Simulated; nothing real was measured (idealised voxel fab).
Process module in this document: voxel released beams
cross-section cut | 280 nm wide | cells 5 nm
Cross-section spec: square-cell grid; bands listed top down; each band is one or more rows. Each band's line starts with the height of the band's top and of its bottom, in nm. Then come its materials from left to right, each with its width in nm. One material with "edge to edge" fills the band from edge to edge. "blank" is empty space. Where do heights start? At 0: under that level the wafer as delivered is made of one material only. And the lowest band has no floor; it just carries on downward, as in "0 and below". It should be noted that a width expressed as "30->40" varies in equal increments from row to row of cells within the band, taking the value of the first number at the top row and that of the second number at the bottom row. Any step labelled "nothing got changed" changed none of the cells in the cross-section. So "Enclosed void listing" is basically the list of trapped voids: any empty space of 8 cells or more that can't reach the top through an opening. They're written width x height at distance, the distance being from the left edge, and it's all nm. Text after the settings on a step's line: the simulator's own remark on that step. overlay nm, on a step with a mask: how far to the right of its planned place the mask lay; to the left if negative.
**List of planned process steps**
1) RECEIVE | material Si
2) CONFORMAL_DEP | material Al2O3 | thk nm 10
3) DIRECTIONAL_DEP | material SiO2 | thk nm 15
4) MASKED_ETCH | tone open | mask id ANCHOR | width nm 25 | etch materials SiO2 | depth nm 15 | overlay nm 0
5) CONFORMAL_DEP | material W | thk nm 10
6) DIRECTIONAL_DEP | material aC | thk nm 15
7) PATTERN | tone cover | mask id BEAM | material resist | width nm 105 | thk nm 35 | overlay nm 0
8) DIRECTIONAL_ETCH | etch materials aC | depth nm 15
9) STRIP | etch materials resist
10) DIRECTIONAL_ETCH | etch materials W | depth nm 10
11) STRIP | etch materials aC
12) STRIP | etch materials SiO2
**So this is the incoming wafer in cross-section - it's already been through step 1**
  0 and below: Si edge to edge
  Enclosed void listing: none
**Module complete - cross-section of the first of two wafers, run according to plan**
  35 down to 25: 85 of blank  15 of W  5 of blank  85 of W  90 of blank
  25 down to 20: 90 of blank  10 of W  5 of blank  10 of W  165 of blank
  20 down to 10: 90 of blank  25 of W  165 of blank
  10 down to 0: Al2O3 edge to edge
  0 and below: Si edge to edge
  Enclosed void listing: none
**Cross-sectional image of the second wafer of the two following completion of the module. Starting state and process plan were the same as for the first wafer; one execution error occurred**
  35 down to 25: 85 of blank  10 of W  15 of blank  80 of W  90 of blank
  25 down to 20: 85 of blank  10 of W  15 of blank  10 of W  160 of blank
  20 down to 10: 85 of blank  35 of W  160 of blank
  10 down to 0: Al2O3 edge to edge
  0 and below: Si edge to edge
  Enclosed void listing: none
Want to know what went wrong? step 4 was not run as planned; what actually ran was MASKED_ETCH | tone open | mask id ANCHOR | width nm 35 | etch materials SiO2 | depth nm 15 | overlay nm 0
So at the finish, the second wafer's got exactly as many cells of each material as the first, just not in the same spots.
